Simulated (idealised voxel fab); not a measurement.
Process module heading - voxel self aligned contacts
Section shown: cut. Width: 300 nm. Cell size: 5 nm, square.
Heads up, the way a cross-section reads in here is a grid of square cells, handed over as bands from the top down, with every band being one or more rows of cells. In this notation a band is specified by the heights of its top and bottom, in that order and in nm, after which its materials appear from left to right, each paired with its width in nm. The word "everywhere" attached to a single material means that material fills the band from edge to edge; the word "empty" stands for empty space. We count height from 0. Below that, the starting wafer is all one material. The lowest band never ends at the bottom but goes on down; see "z 0 and below" for how that is written. Note: "30 to 40" means the width goes from the first number (top row of the band) to the second number (bottom row) in equal steps per row of cells. It should be understood that the words "no alteration", when stated for a given step, signify that the cross-section underwent no change in any of its cells during that step. Listed in "Fully sealed voids": every empty space of 8 or more cells without an open way to the top. Form: width x height at distance, the distance being from the left edge, all in nm. Whatever follows a step's settings on its line is a remark the simulator itself makes about that step. overlay nm, on a step with a mask: how far to the right of its planned place the mask lay; to the left if negative. Note on reading: below, each pair holds a cross-section from before one process step and one from after it; the one from after shows only down to the lowest band that changed. Beneath the pair, the step in between is stated along with its settings. The pairs can stem from different runs of this module on the same starting wafer. Where a pair's entry headed "State on entry" says so, and only there, that pair continues from the pair above it.

# State on entry
	z 0 and below = Si everywhere
	Fully sealed voids: none

# State After Step
	z 0 to -5 = SiO2 everywhere
	At heights below -5, the structure remains unaltered.
	Fully sealed voids: none
Process step bridging the above cross-sections: OXIDIZE [depth nm 5]

State on entry: per the after cross-section of the pair just above.

# State After Step
	z 30 to 0 = polySi everywhere
	At heights below 0, the structure remains unaltered.
	Fully sealed voids: none
Process step bridging the above cross-sections: DIRECTIONAL_DEP [material polySi] [thk nm 30]

State on entry: per the after cross-section of the pair just above.

# State After Step
	z 50 to 30 = SiN everywhere
	At heights below 30, the structure remains unaltered.
	Fully sealed voids: none
Process step bridging the above cross-sections: DIRECTIONAL_DEP [material SiN] [thk nm 20]

State on entry: per the after cross-section of the pair just above.

# State After Step
	z 60 to 50 = aC everywhere
	At heights below 50, the structure remains unaltered.
	Fully sealed voids: none
Process step bridging the above cross-sections: DIRECTIONAL_DEP [material aC] [thk nm 10]

State on entry: per the after cross-section of the pair just above.

# State After Step
	z 85 to 60 = empty 85 nm, then resist 25 nm, then empty 25 nm, then resist 25 nm, then empty 25 nm, then resist 25 nm, then empty 90 nm
	At heights below 60, the structure remains unaltered.
	Fully sealed voids: none
Process step bridging the above cross-sections: PATTERN [tone cover] [mask id GATE] [material resist] [width nm 25] [pitch nm 50] [thk nm 25] [overlay nm 0]

State on entry: per the after cross-section of the pair just above.

# State After Step
	z 75 to 60 = empty 85 nm, then resist 25 nm, then empty 25 nm, then resist 25 nm, then empty 25 nm, then resist 25 nm, then empty 90 nm
	z 60 to 50 = empty 85 nm, then aC 25 nm, then empty 25 nm, then aC 25 nm, then empty 25 nm, then aC 25 nm, then empty 90 nm
	At heights below 50, the structure remains unaltered.
	Fully sealed voids: none
Process step bridging the above cross-sections: DIRECTIONAL_ETCH [etch materials aC] [depth nm 10]

State on entry: per the after cross-section of the pair just above.

# State After Step
	z 60 to 50 = empty 85 nm, then aC 25 nm, then empty 25 nm, then aC 25 nm, then empty 25 nm, then aC 25 nm, then empty 90 nm
	At heights below 50, the structure remains unaltered.
	Fully sealed voids: none
Process step bridging the above cross-sections: STRIP [etch materials resist]

State on entry: per the after cross-section of the pair just above.

# State After Step
	z 60 to 50 = empty 85 nm, then aC 25 nm, then empty 25 nm, then aC 25 nm, then empty 25 nm, then aC 25 nm, then empty 90 nm
	z 50 to 30 = empty 85 nm, then SiN 25 nm, then empty 25 nm, then SiN 25 nm, then empty 25 nm, then SiN 25 nm, then empty 90 nm
	At heights below 30, the structure remains unaltered.
	Fully sealed voids: none
Process step bridging the above cross-sections: DIRECTIONAL_ETCH [etch materials SiN] [depth nm 20]

State on entry: per the after cross-section of the pair just above.

# State After Step
	z 60 to 50 = empty 85 nm, then aC 25 nm, then empty 25 nm, then aC 25 nm, then empty 25 nm, then aC 25 nm, then empty 90 nm
	z 50 to 30 = empty 85 nm, then SiN 25 nm, then empty 25 nm, then SiN 25 nm, then empty 25 nm, then SiN 25 nm, then empty 90 nm
	z 30 to 0 = empty 85 nm, then polySi 25 nm, then empty 25 nm, then polySi 25 nm, then empty 25 nm, then polySi 25 nm, then empty 90 nm
	At heights below 0, the structure remains unaltered.
	Fully sealed voids: none
Process step bridging the above cross-sections: DIRECTIONAL_ETCH [etch materials polySi] [depth nm 30]

State on entry: per the after cross-section of the pair just above.

# State After Step
	z 50 to 30 = empty 85 nm, then SiN 25 nm, then empty 25 nm, then SiN 25 nm, then empty 25 nm, then SiN 25 nm, then empty 90 nm
	At heights below 30, the structure remains unaltered.
	Fully sealed voids: none
Process step bridging the above cross-sections: STRIP [etch materials aC]

State on entry: per the after cross-section of the pair just above.

# State After Step
	z 55 to 30 = empty 80 nm, then SiN 35 nm, then empty 15 nm, then SiN 35 nm, then empty 15 nm, then SiN 35 nm, then empty 85 nm
	z 30 to 5 = empty 80 nm, then SiN 5 nm, then polySi 25 nm, then SiN 5 nm, then empty 15 nm, then SiN 5 nm, then polySi 25 nm, then SiN 5 nm, then empty 15 nm, then SiN 5 nm, then polySi 25 nm, then SiN 5 nm, then empty 85 nm
	z 5 to 0 = SiN 85 nm, then polySi 25 nm, then SiN 25 nm, then polySi 25 nm, then SiN 25 nm, then polySi 25 nm, then SiN 90 nm
	At heights below 0, the structure remains unaltered.
	Fully sealed voids: none
Process step bridging the above cross-sections: CONFORMAL_DEP [material SiN] [thk nm 5]

State on entry: per the after cross-section of the pair just above.

# State After Step
	z 50 to 30 = empty 80 nm, then SiN 35 nm, then empty 15 nm, then SiN 35 nm, then empty 15 nm, then SiN 35 nm, then empty 85 nm
	z 30 to 0 = empty 80 nm, then SiN 5 nm, then polySi 25 nm, then SiN 5 nm, then empty 15 nm, then SiN 5 nm, then polySi 25 nm, then SiN 5 nm, then empty 15 nm, then SiN 5 nm, then polySi 25 nm, then SiN 5 nm, then empty 85 nm
	At heights below 0, the structure remains unaltered.
	Fully sealed voids: none
Process step bridging the above cross-sections: DIRECTIONAL_ETCH [etch materials SiN] [depth nm 5]

State on entry: per the after cross-section of the pair just above.

# State After Step
	z 60 to 50 = SiO2 everywhere
	z 50 to 30 = SiO2 80 nm, then SiN 35 nm, then SiO2 15 nm, then SiN 35 nm, then SiO2 15 nm, then SiN 35 nm, then SiO2 85 nm
	z 30 to 0 = SiO2 80 nm, then SiN 5 nm, then polySi 25 nm, then SiN 5 nm, then SiO2 15 nm, then SiN 5 nm, then polySi 25 nm, then SiN 5 nm, then SiO2 15 nm, then SiN 5 nm, then polySi 25 nm, then SiN 5 nm, then SiO2 85 nm
	At heights below 0, the structure remains unaltered.
	Fully sealed voids: none
Process step bridging the above cross-sections: FILL_DEP [material SiO2] [thk nm 10]

State on entry: per the after cross-section of the pair just above.

# State After Step
	z 55 to 50 = SiO2 everywhere
	At heights below 50, the structure remains unaltered.
	Fully sealed voids: none
Process step bridging the above cross-sections: CMP [height nm 55]

State on entry: per the after cross-section of the pair just above.

# State After Step
	z 70 to 55 = resist 105 nm, then empty 35 nm, then resist 15 nm, then empty 35 nm, then resist 110 nm
	At heights below 55, the structure remains unaltered.
	Fully sealed voids: none
Process step bridging the above cross-sections: PATTERN [tone open] [mask id CONTACT] [material resist] [width nm 35] [pitch nm 50] [thk nm 15] [overlay nm 0]

State on entry: per the after cross-section of the pair just above.

# State After Step
	z 70 to 55 = resist 105 nm, then empty 35 nm, then resist 15 nm, then empty 35 nm, then resist 110 nm
	z 55 to 50 = SiO2 105 nm, then empty 35 nm, then SiO2 15 nm, then empty 35 nm, then SiO2 110 nm
	z 50 to 30 = SiO2 80 nm, then SiN 35 nm, then empty 15 nm, then SiN 35 nm, then empty 15 nm, then SiN 35 nm, then SiO2 85 nm
	z 30 to 0 = SiO2 80 nm, then SiN 5 nm, then polySi 25 nm, then SiN 5 nm, then empty 15 nm, then SiN 5 nm, then polySi 25 nm, then SiN 5 nm, then empty 15 nm, then SiN 5 nm, then polySi 25 nm, then SiN 5 nm, then SiO2 85 nm
	z 0 to -5 = SiO2 115 nm, then empty 15 nm, then SiO2 35 nm, then empty 15 nm, then SiO2 120 nm
	At heights below -5, the structure remains unaltered.
	Fully sealed voids: none
Process step bridging the above cross-sections: DIRECTIONAL_ETCH [etch materials SiO2] [depth nm 60]

State on entry: per the after cross-section of the pair just above.

# State After Step
	z 55 to 50 = SiO2 105 nm, then empty 35 nm, then SiO2 15 nm, then empty 35 nm, then SiO2 110 nm
	At heights below 50, the structure remains unaltered.
	Fully sealed voids: none
Process step bridging the above cross-sections: STRIP [etch materials resist]

State on entry: per the after cross-section of the pair just above.

# State After Step
	z 60 to 55 = TiN 110 nm, then empty 25 nm, then TiN 25 nm, then empty 25 nm, then TiN 115 nm
	z 55 to 50 = SiO2 105 nm, then TiN 15 nm, then empty 5 nm, then TiN 15 nm, then SiO2 15 nm, then TiN 15 nm, then empty 5 nm, then TiN 15 nm, then SiO2 110 nm
	z 50 to 30 = SiO2 80 nm, then SiN 35 nm, then TiN 5 nm, then empty 5 nm, then TiN 5 nm, then SiN 35 nm, then TiN 5 nm, then empty 5 nm, then TiN 5 nm, then SiN 35 nm, then SiO2 85 nm
	z 30 to 0 = SiO2 80 nm, then SiN 5 nm, then polySi 25 nm, then SiN 5 nm, then TiN 5 nm, then empty 5 nm, then TiN 5 nm, then SiN 5 nm, then polySi 25 nm, then SiN 5 nm, then TiN 5 nm, then empty 5 nm, then TiN 5 nm, then SiN 5 nm, then polySi 25 nm, then SiN 5 nm, then SiO2 85 nm
	z 0 to -5 = SiO2 115 nm, then TiN 15 nm, then SiO2 35 nm, then TiN 15 nm, then SiO2 120 nm
	At heights below -5, the structure remains unaltered.
	Fully sealed voids: none
Process step bridging the above cross-sections: CONFORMAL_DEP [material TiN] [thk nm 5]

State on entry: per the after cross-section of the pair just above.

# State After Step
	z 65 to 60 = W everywhere
	z 60 to 55 = TiN 110 nm, then W 25 nm, then TiN 25 nm, then W 25 nm, then TiN 115 nm
	z 55 to 50 = SiO2 105 nm, then TiN 15 nm, then W 5 nm, then TiN 15 nm, then SiO2 15 nm, then TiN 15 nm, then W 5 nm, then TiN 15 nm, then SiO2 110 nm
	z 50 to 30 = SiO2 80 nm, then SiN 35 nm, then TiN 5 nm, then W 5 nm, then TiN 5 nm, then SiN 35 nm, then TiN 5 nm, then W 5 nm, then TiN 5 nm, then SiN 35 nm, then SiO2 85 nm
	z 30 to 0 = SiO2 80 nm, then SiN 5 nm, then polySi 25 nm, then SiN 5 nm, then TiN 5 nm, then W 5 nm, then TiN 5 nm, then SiN 5 nm, then polySi 25 nm, then SiN 5 nm, then TiN 5 nm, then W 5 nm, then TiN 5 nm, then SiN 5 nm, then polySi 25 nm, then SiN 5 nm, then SiO2 85 nm
	At heights below 0, the structure remains unaltered.
	Fully sealed voids: none
Process step bridging the above cross-sections: FILL_DEP [material W] [thk nm 5]

State on entry: per the after cross-section of the pair just above.

# State After Step
	z 55 to 50 = SiO2 105 nm, then TiN 15 nm, then W 5 nm, then TiN 15 nm, then SiO2 15 nm, then TiN 15 nm, then W 5 nm, then TiN 15 nm, then SiO2 110 nm
	At heights below 50, the structure remains unaltered.
	Fully sealed voids: none
Process step bridging the above cross-sections: CMP [height nm 55]

State on entry: per the after cross-section of the pair just above.

# State After Step
	z 60 to 55 = SiCN everywhere
	At heights below 55, the structure remains unaltered.
	Fully sealed voids: none
Process step bridging the above cross-sections: CONFORMAL_DEP [material SiCN] [thk nm 5]

# State on entry
	z 0 and below = Si everywhere
	Fully sealed voids: none

# State After Step
	z 30 to 0 = polySi everywhere
	At heights below 0, the structure remains unaltered.
	Fully sealed voids: none
Process step bridging the above cross-sections: DIRECTIONAL_DEP [material polySi] [thk nm 30]

State on entry: per the after cross-section of the pair just above.

# State After Step
	z 50 to 30 = SiN everywhere
	At heights below 30, the structure remains unaltered.
	Fully sealed voids: none
Process step bridging the above cross-sections: DIRECTIONAL_DEP [material SiN] [thk nm 20]

State on entry: per the after cross-section of the pair just above.

# State After Step
	z 60 to 50 = aC everywhere
	At heights below 50, the structure remains unaltered.
	Fully sealed voids: none
Process step bridging the above cross-sections: DIRECTIONAL_DEP [material aC] [thk nm 10]

State on entry: per the after cross-section of the pair just above.

# State After Step
	z 85 to 60 = empty 85 nm, then resist 25 nm, then empty 25 nm, then resist 25 nm, then empty 25 nm, then resist 25 nm, then empty 90 nm
	At heights below 60, the structure remains unaltered.
	Fully sealed voids: none
Process step bridging the above cross-sections: PATTERN [tone cover] [mask id GATE] [material resist] [width nm 25] [pitch nm 50] [thk nm 25] [overlay nm 0]

State on entry: per the after cross-section of the pair just above.

# State After Step
	z 75 to 60 = empty 85 nm, then resist 25 nm, then empty 25 nm, then resist 25 nm, then empty 25 nm, then resist 25 nm, then empty 90 nm
	z 60 to 50 = empty 85 nm, then aC 25 nm, then empty 25 nm, then aC 25 nm, then empty 25 nm, then aC 25 nm, then empty 90 nm
	At heights below 50, the structure remains unaltered.
	Fully sealed voids: none
Process step bridging the above cross-sections: DIRECTIONAL_ETCH [etch materials aC] [depth nm 10]

State on entry: per the after cross-section of the pair just above.

# State After Step
	z 60 to 50 = empty 85 nm, then aC 25 nm, then empty 25 nm, then aC 25 nm, then empty 25 nm, then aC 25 nm, then empty 90 nm
	At heights below 50, the structure remains unaltered.
	Fully sealed voids: none
Process step bridging the above cross-sections: STRIP [etch materials resist]

State on entry: per the after cross-section of the pair just above.

# State After Step
	z 60 to 50 = empty 85 nm, then aC 25 nm, then empty 25 nm, then aC 25 nm, then empty 25 nm, then aC 25 nm, then empty 90 nm
	z 50 to 30 = empty 85 nm, then SiN 25 nm, then empty 25 nm, then SiN 25 nm, then empty 25 nm, then SiN 25 nm, then empty 90 nm
	At heights below 30, the structure remains unaltered.
	Fully sealed voids: none
Process step bridging the above cross-sections: DIRECTIONAL_ETCH [etch materials SiN] [depth nm 20]

State on entry: per the after cross-section of the pair just above.

# State After Step
	z 60 to 50 = empty 85 nm, then aC 25 nm, then empty 25 nm, then aC 25 nm, then empty 25 nm, then aC 25 nm, then empty 90 nm
	z 50 to 30 = empty 85 nm, then SiN 25 nm, then empty 25 nm, then SiN 25 nm, then empty 25 nm, then SiN 25 nm, then empty 90 nm
	z 30 to 0 = empty 85 nm, then polySi 25 nm, then empty 25 nm, then polySi 25 nm, then empty 25 nm, then polySi 25 nm, then empty 90 nm
	At heights below 0, the structure remains unaltered.
	Fully sealed voids: none
Process step bridging the above cross-sections: DIRECTIONAL_ETCH [etch materials polySi] [depth nm 30]

State on entry: per the after cross-section of the pair just above.

# State After Step
	z 50 to 30 = empty 85 nm, then SiN 25 nm, then empty 25 nm, then SiN 25 nm, then empty 25 nm, then SiN 25 nm, then empty 90 nm
	At heights below 30, the structure remains unaltered.
	Fully sealed voids: none
Process step bridging the above cross-sections: STRIP [etch materials aC]

State on entry: per the after cross-section of the pair just above.

# State After Step
	z 55 to 30 = empty 80 nm, then SiN 35 nm, then empty 15 nm, then SiN 35 nm, then empty 15 nm, then SiN 35 nm, then empty 85 nm
	z 30 to 5 = empty 80 nm, then SiN 5 nm, then polySi 25 nm, then SiN 5 nm, then empty 15 nm, then SiN 5 nm, then polySi 25 nm, then SiN 5 nm, then empty 15 nm, then SiN 5 nm, then polySi 25 nm, then SiN 5 nm, then empty 85 nm
	z 5 to 0 = SiN 85 nm, then polySi 25 nm, then SiN 25 nm, then polySi 25 nm, then SiN 25 nm, then polySi 25 nm, then SiN 90 nm
	At heights below 0, the structure remains unaltered.
	Fully sealed voids: none
Process step bridging the above cross-sections: CONFORMAL_DEP [material SiN] [thk nm 5]

State on entry: per the after cross-section of the pair just above.

# State After Step
	z 50 to 30 = empty 80 nm, then SiN 35 nm, then empty 15 nm, then SiN 35 nm, then empty 15 nm, then SiN 35 nm, then empty 85 nm
	z 30 to 0 = empty 80 nm, then SiN 5 nm, then polySi 25 nm, then SiN 5 nm, then empty 15 nm, then SiN 5 nm, then polySi 25 nm, then SiN 5 nm, then empty 15 nm, then SiN 5 nm, then polySi 25 nm, then SiN 5 nm, then empty 85 nm
	At heights below 0, the structure remains unaltered.
	Fully sealed voids: none
Process step bridging the above cross-sections: DIRECTIONAL_ETCH [etch materials SiN] [depth nm 5]

State on entry: per the after cross-section of the pair just above.

# State After Step
	z 60 to 50 = SiO2 everywhere
	z 50 to 30 = SiO2 80 nm, then SiN 35 nm, then SiO2 15 nm, then SiN 35 nm, then SiO2 15 nm, then SiN 35 nm, then SiO2 85 nm
	z 30 to 0 = SiO2 80 nm, then SiN 5 nm, then polySi 25 nm, then SiN 5 nm, then SiO2 15 nm, then SiN 5 nm, then polySi 25 nm, then SiN 5 nm, then SiO2 15 nm, then SiN 5 nm, then polySi 25 nm, then SiN 5 nm, then SiO2 85 nm
	At heights below 0, the structure remains unaltered.
	Fully sealed voids: none
Process step bridging the above cross-sections: FILL_DEP [material SiO2] [thk nm 10]

State on entry: per the after cross-section of the pair just above.

# State After Step
	z 55 to 50 = SiO2 everywhere
	At heights below 50, the structure remains unaltered.
	Fully sealed voids: none
Process step bridging the above cross-sections: CMP [height nm 55]

State on entry: per the after cross-section of the pair just above.

# State After Step
	z 70 to 55 = resist 105 nm, then empty 35 nm, then resist 15 nm, then empty 35 nm, then resist 110 nm
	At heights below 55, the structure remains unaltered.
	Fully sealed voids: none
Process step bridging the above cross-sections: PATTERN [tone open] [mask id CONTACT] [material resist] [width nm 35] [pitch nm 50] [thk nm 15] [overlay nm 0]

State on entry: per the after cross-section of the pair just above.

# State After Step
	z 70 to 55 = resist 105 nm, then empty 35 nm, then resist 15 nm, then empty 35 nm, then resist 110 nm
	z 55 to 50 = SiO2 105 nm, then empty 35 nm, then SiO2 15 nm, then empty 35 nm, then SiO2 110 nm
	z 50 to 30 = SiO2 80 nm, then SiN 35 nm, then empty 15 nm, then SiN 35 nm, then empty 15 nm, then SiN 35 nm, then SiO2 85 nm
	z 30 to 0 = SiO2 80 nm, then SiN 5 nm, then polySi 25 nm, then SiN 5 nm, then empty 15 nm, then SiN 5 nm, then polySi 25 nm, then SiN 5 nm, then empty 15 nm, then SiN 5 nm, then polySi 25 nm, then SiN 5 nm, then SiO2 85 nm
	At heights below 0, the structure remains unaltered.
	Fully sealed voids: none
Process step bridging the above cross-sections: DIRECTIONAL_ETCH [etch materials SiO2] [depth nm 60]

State on entry: per the after cross-section of the pair just above.

# State After Step
	z 55 to 50 = SiO2 105 nm, then empty 35 nm, then SiO2 15 nm, then empty 35 nm, then SiO2 110 nm
	At heights below 50, the structure remains unaltered.
	Fully sealed voids: none
Process step bridging the above cross-sections: STRIP [etch materials resist]

State on entry: per the after cross-section of the pair just above.

# State After Step
	z 60 to 55 = TiN 110 nm, then empty 25 nm, then TiN 25 nm, then empty 25 nm, then TiN 115 nm
	z 55 to 50 = SiO2 105 nm, then TiN 15 nm, then empty 5 nm, then TiN 15 nm, then SiO2 15 nm, then TiN 15 nm, then empty 5 nm, then TiN 15 nm, then SiO2 110 nm
	z 50 to 30 = SiO2 80 nm, then SiN 35 nm, then TiN 5 nm, then empty 5 nm, then TiN 5 nm, then SiN 35 nm, then TiN 5 nm, then empty 5 nm, then TiN 5 nm, then SiN 35 nm, then SiO2 85 nm
	z 30 to 5 = SiO2 80 nm, then SiN 5 nm, then polySi 25 nm, then SiN 5 nm, then TiN 5 nm, then empty 5 nm, then TiN 5 nm, then SiN 5 nm, then polySi 25 nm, then SiN 5 nm, then TiN 5 nm, then empty 5 nm, then TiN 5 nm, then SiN 5 nm, then polySi 25 nm, then SiN 5 nm, then SiO2 85 nm
	z 5 to 0 = SiO2 80 nm, then SiN 5 nm, then polySi 25 nm, then SiN 5 nm, then TiN 15 nm, then SiN 5 nm, then polySi 25 nm, then SiN 5 nm, then TiN 15 nm, then SiN 5 nm, then polySi 25 nm, then SiN 5 nm, then SiO2 85 nm
	At heights below 0, the structure remains unaltered.
	Fully sealed voids: none
Process step bridging the above cross-sections: CONFORMAL_DEP [material TiN] [thk nm 5]

State on entry: per the after cross-section of the pair just above.

# State After Step
	z 65 to 60 = W everywhere
	z 60 to 55 = TiN 110 nm, then W 25 nm, then TiN 25 nm, then W 25 nm, then TiN 115 nm
	z 55 to 50 = SiO2 105 nm, then TiN 15 nm, then W 5 nm, then TiN 15 nm, then SiO2 15 nm, then TiN 15 nm, then W 5 nm, then TiN 15 nm, then SiO2 110 nm
	z 50 to 30 = SiO2 80 nm, then SiN 35 nm, then TiN 5 nm, then W 5 nm, then TiN 5 nm, then SiN 35 nm, then TiN 5 nm, then W 5 nm, then TiN 5 nm, then SiN 35 nm, then SiO2 85 nm
	z 30 to 5 = SiO2 80 nm, then SiN 5 nm, then polySi 25 nm, then SiN 5 nm, then TiN 5 nm, then W 5 nm, then TiN 5 nm, then SiN 5 nm, then polySi 25 nm, then SiN 5 nm, then TiN 5 nm, then W 5 nm, then TiN 5 nm, then SiN 5 nm, then polySi 25 nm, then SiN 5 nm, then SiO2 85 nm
	At heights below 5, the structure remains unaltered.
	Fully sealed voids: none
Process step bridging the above cross-sections: FILL_DEP [material W] [thk nm 5]

State on entry: per the after cross-section of the pair just above.

# State After Step
	z 55 to 50 = SiO2 105 nm, then TiN 15 nm, then W 5 nm, then TiN 15 nm, then SiO2 15 nm, then TiN 15 nm, then W 5 nm, then TiN 15 nm, then SiO2 110 nm
	At heights below 50, the structure remains unaltered.
	Fully sealed voids: none
Process step bridging the above cross-sections: CMP [height nm 55]

State on entry: per the after cross-section of the pair just above.

# State After Step
	z 60 to 55 = SiCN everywhere
	At heights below 55, the structure remains unaltered.
	Fully sealed voids: none
Process step bridging the above cross-sections: CONFORMAL_DEP [material SiCN] [thk nm 5]

# State on entry
	z 30 to 0 = polySi everywhere
	z 0 to -5 = SiO2 everywhere
	z -5 and below = Si everywhere
	Fully sealed voids: none

# State After Step
	z 60 to 0 = polySi everywhere
	At heights below 0, the structure remains unaltered.
	Fully sealed voids: none
Process step bridging the above cross-sections: DIRECTIONAL_DEP [material polySi] [thk nm 30]

State on entry: per the after cross-section of the pair just above.

# State After Step
	z 80 to 60 = SiN everywhere
	At heights below 60, the structure remains unaltered.
	Fully sealed voids: none
Process step bridging the above cross-sections: DIRECTIONAL_DEP [material SiN] [thk nm 20]

State on entry: per the after cross-section of the pair just above.

# State After Step
	z 90 to 80 = aC everywhere
	At heights below 80, the structure remains unaltered.
	Fully sealed voids: none
Process step bridging the above cross-sections: DIRECTIONAL_DEP [material aC] [thk nm 10]

State on entry: per the after cross-section of the pair just above.

# State After Step
	z 115 to 90 = empty 85 nm, then resist 25 nm, then empty 25 nm, then resist 25 nm, then empty 25 nm, then resist 25 nm, then empty 90 nm
	At heights below 90, the structure remains unaltered.
	Fully sealed voids: none
Process step bridging the above cross-sections: PATTERN [tone cover] [mask id GATE] [material resist] [width nm 25] [pitch nm 50] [thk nm 25] [overlay nm 0]

State on entry: per the after cross-section of the pair just above.

# State After Step
	z 105 to 90 = empty 85 nm, then resist 25 nm, then empty 25 nm, then resist 25 nm, then empty 25 nm, then resist 25 nm, then empty 90 nm
	z 90 to 80 = empty 85 nm, then aC 25 nm, then empty 25 nm, then aC 25 nm, then empty 25 nm, then aC 25 nm, then empty 90 nm
	At heights below 80, the structure remains unaltered.
	Fully sealed voids: none
Process step bridging the above cross-sections: DIRECTIONAL_ETCH [etch materials aC] [depth nm 10]

State on entry: per the after cross-section of the pair just above.

# State After Step
	z 90 to 80 = empty 85 nm, then aC 25 nm, then empty 25 nm, then aC 25 nm, then empty 25 nm, then aC 25 nm, then empty 90 nm
	At heights below 80, the structure remains unaltered.
	Fully sealed voids: none
Process step bridging the above cross-sections: STRIP [etch materials resist]

State on entry: per the after cross-section of the pair just above.

# State After Step
	z 90 to 80 = empty 85 nm, then aC 25 nm, then empty 25 nm, then aC 25 nm, then empty 25 nm, then aC 25 nm, then empty 90 nm
	z 80 to 60 = empty 85 nm, then SiN 25 nm, then empty 25 nm, then SiN 25 nm, then empty 25 nm, then SiN 25 nm, then empty 90 nm
	At heights below 60, the structure remains unaltered.
	Fully sealed voids: none
Process step bridging the above cross-sections: DIRECTIONAL_ETCH [etch materials SiN] [depth nm 20]

State on entry: per the after cross-section of the pair just above.

# State After Step
	z 90 to 80 = empty 85 nm, then aC 25 nm, then empty 25 nm, then aC 25 nm, then empty 25 nm, then aC 25 nm, then empty 90 nm
	z 80 to 60 = empty 85 nm, then SiN 25 nm, then empty 25 nm, then SiN 25 nm, then empty 25 nm, then SiN 25 nm, then empty 90 nm
	z 60 to 30 = empty 85 nm, then polySi 25 nm, then empty 25 nm, then polySi 25 nm, then empty 25 nm, then polySi 25 nm, then empty 90 nm
	At heights below 30, the structure remains unaltered.
	Fully sealed voids: none
Process step bridging the above cross-sections: DIRECTIONAL_ETCH [etch materials polySi] [depth nm 30]

State on entry: per the after cross-section of the pair just above.

# State After Step
	z 80 to 60 = empty 85 nm, then SiN 25 nm, then empty 25 nm, then SiN 25 nm, then empty 25 nm, then SiN 25 nm, then empty 90 nm
	At heights below 60, the structure remains unaltered.
	Fully sealed voids: none
Process step bridging the above cross-sections: STRIP [etch materials aC]

State on entry: per the after cross-section of the pair just above.

# State After Step
	z 85 to 60 = empty 80 nm, then SiN 35 nm, then empty 15 nm, then SiN 35 nm, then empty 15 nm, then SiN 35 nm, then empty 85 nm
	z 60 to 35 = empty 80 nm, then SiN 5 nm, then polySi 25 nm, then SiN 5 nm, then empty 15 nm, then SiN 5 nm, then polySi 25 nm, then SiN 5 nm, then empty 15 nm, then SiN 5 nm, then polySi 25 nm, then SiN 5 nm, then empty 85 nm
	z 35 to 30 = SiN 85 nm, then polySi 25 nm, then SiN 25 nm, then polySi 25 nm, then SiN 25 nm, then polySi 25 nm, then SiN 90 nm
	At heights below 30, the structure remains unaltered.
	Fully sealed voids: none
Process step bridging the above cross-sections: CONFORMAL_DEP [material SiN] [thk nm 5]

State on entry: per the after cross-section of the pair just above.

# State After Step
	z 80 to 60 = empty 80 nm, then SiN 35 nm, then empty 15 nm, then SiN 35 nm, then empty 15 nm, then SiN 35 nm, then empty 85 nm
	z 60 to 30 = empty 80 nm, then SiN 5 nm, then polySi 25 nm, then SiN 5 nm, then empty 15 nm, then SiN 5 nm, then polySi 25 nm, then SiN 5 nm, then empty 15 nm, then SiN 5 nm, then polySi 25 nm, then SiN 5 nm, then empty 85 nm
	At heights below 30, the structure remains unaltered.
	Fully sealed voids: none
Process step bridging the above cross-sections: DIRECTIONAL_ETCH [etch materials SiN] [depth nm 5]

State on entry: per the after cross-section of the pair just above.

# State After Step
	z 90 to 80 = SiO2 everywhere
	z 80 to 60 = SiO2 80 nm, then SiN 35 nm, then SiO2 15 nm, then SiN 35 nm, then SiO2 15 nm, then SiN 35 nm, then SiO2 85 nm
	z 60 to 30 = SiO2 80 nm, then SiN 5 nm, then polySi 25 nm, then SiN 5 nm, then SiO2 15 nm, then SiN 5 nm, then polySi 25 nm, then SiN 5 nm, then SiO2 15 nm, then SiN 5 nm, then polySi 25 nm, then SiN 5 nm, then SiO2 85 nm
	At heights below 30, the structure remains unaltered.
	Fully sealed voids: none
Process step bridging the above cross-sections: FILL_DEP [material SiO2] [thk nm 10]

State on entry: per the after cross-section of the pair just above.

# State After Step
	z 55 to 30 = SiO2 80 nm, then SiN 5 nm, then polySi 25 nm, then SiN 5 nm, then SiO2 15 nm, then SiN 5 nm, then polySi 25 nm, then SiN 5 nm, then SiO2 15 nm, then SiN 5 nm, then polySi 25 nm, then SiN 5 nm, then SiO2 85 nm
	At heights below 30, the structure remains unaltered.
	Fully sealed voids: none
Process step bridging the above cross-sections: CMP [height nm 55]

State on entry: per the after cross-section of the pair just above.

# State After Step
	z 70 to 55 = resist 105 nm, then empty 35 nm, then resist 15 nm, then empty 35 nm, then resist 110 nm
	At heights below 55, the structure remains unaltered.
	Fully sealed voids: none
Process step bridging the above cross-sections: PATTERN [tone open] [mask id CONTACT] [material resist] [width nm 35] [pitch nm 50] [thk nm 15] [overlay nm 0]

State on entry: per the after cross-section of the pair just above.

# State After Step
	z 70 to 55 = resist 105 nm, then empty 35 nm, then resist 15 nm, then empty 35 nm, then resist 110 nm
	z 55 to 30 = SiO2 80 nm, then SiN 5 nm, then polySi 25 nm, then SiN 5 nm, then empty 15 nm, then SiN 5 nm, then polySi 25 nm, then SiN 5 nm, then empty 15 nm, then SiN 5 nm, then polySi 25 nm, then SiN 5 nm, then SiO2 85 nm
	At heights below 30, the structure remains unaltered.
	Fully sealed voids: none
Process step bridging the above cross-sections: DIRECTIONAL_ETCH [etch materials SiO2] [depth nm 60]

State on entry: per the after cross-section of the pair just above.

# State After Step
	z 55 to 30 = SiO2 80 nm, then SiN 5 nm, then polySi 25 nm, then SiN 5 nm, then empty 15 nm, then SiN 5 nm, then polySi 25 nm, then SiN 5 nm, then empty 15 nm, then SiN 5 nm, then polySi 25 nm, then SiN 5 nm, then SiO2 85 nm
	At heights below 30, the structure remains unaltered.
	Fully sealed voids: none
Process step bridging the above cross-sections: STRIP [etch materials resist]

State on entry: per the after cross-section of the pair just above.

# State After Step
	z 60 to 55 = TiN 120 nm, then empty 5 nm, then TiN 45 nm, then empty 5 nm, then TiN 125 nm
	z 55 to 35 = SiO2 80 nm, then SiN 5 nm, then polySi 25 nm, then SiN 5 nm, then TiN 5 nm, then empty 5 nm, then TiN 5 nm, then SiN 5 nm, then polySi 25 nm, then SiN 5 nm, then TiN 5 nm, then empty 5 nm, then TiN 5 nm, then SiN 5 nm, then polySi 25 nm, then SiN 5 nm, then SiO2 85 nm
	z 35 to 30 = SiO2 80 nm, then SiN 5 nm, then polySi 25 nm, then SiN 5 nm, then TiN 15 nm, then SiN 5 nm, then polySi 25 nm, then SiN 5 nm, then TiN 15 nm, then SiN 5 nm, then polySi 25 nm, then SiN 5 nm, then SiO2 85 nm
	At heights below 30, the structure remains unaltered.
	Fully sealed voids: none
Process step bridging the above cross-sections: CONFORMAL_DEP [material TiN] [thk nm 5]
